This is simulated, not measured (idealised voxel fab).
The following is a process module called voxel trench capacitor.
Shown is cross-section cut, with a width of 205 nm and square cells of size 5 nm.
A cross-section is written here as square cells arranged in a grid, and it is given in bands from the top down, each band taking up one or more rows of cells.
Band: top height; bottom height; in nm. Then, left to right: material with width in nm, for each material. "edge to edge": a single material spanning edge to edge. "blank": empty space.
Convention: height 0 is the level below which the wafer, as received, is all one material. The lowest band does not terminate at the bottom but continues downward, represented as "0 and below".
A width such as "30->40" changes by the same amount from each row of cells to the next, from the band's top row to its bottom row.
Step note "left unchanged" = no cross-section cell changed.
Enclosed voids (no open way to top), threshold 8 cells or more, entry "Unvented cavities", notation width x height at distance, distance from left edge, nm.
The remark found on a step's line after its settings is issued by the simulator itself and pertains to that step.
You can add "overlay nm" to a step's line. For a step with a mask, it describes how far the mask lay to the right of its planned position, and a negative number describes a lay to the left.

Here's what the planned process steps look like
1 RECEIVE, material Si
2 CONFORMAL_DEP, material SiN, thk nm 10
3 MASKED_ETCH, tone open, mask id TRENCH, width nm 25, pitch nm 45, etch materials SiN, depth nm 10, overlay nm 0
4 MASKED_ETCH, tone open, mask id TRENCH, width nm 25, pitch nm 45, etch materials Si, depth nm 25, overlay nm 0
5 CONFORMAL_DEP, material Al2O3, thk nm 5
6 FILL_DEP, material polySi, thk nm 5
7 CMP, height nm 10

So this is the incoming wafer in cross-section - it's already been through step 1
	0 and below: Si edge to edge
	Unvented cavities: none

Module complete, cross-section. Starting point and plan per above. One mistake made in running the module
	10 down to 0: SiN (65), then Al2O3 (5), then polySi (20->15), then Al2O3 (5->10), then SiN (15), then Al2O3 (5), then polySi (20->15), then Al2O3 (5->10), then SiN (65)
	0 down to -20: Si (65), then Al2O3 (5), then polySi (15), then Al2O3 (5), then Si (20), then Al2O3 (5), then polySi (15), then Al2O3 (5), then Si (70)
	-20 down to -25: Si (65), then Al2O3 (25), then Si (20), then Al2O3 (25), then Si (70)
	-25 and below: Si edge to edge
	Unvented cavities: none
What was the processing mistake? step 3 changed vs plan, executed as MASKED_ETCH, tone open, mask id TRENCH, width nm 30, pitch nm 45, etch materials SiN, depth nm 10, overlay nm 0
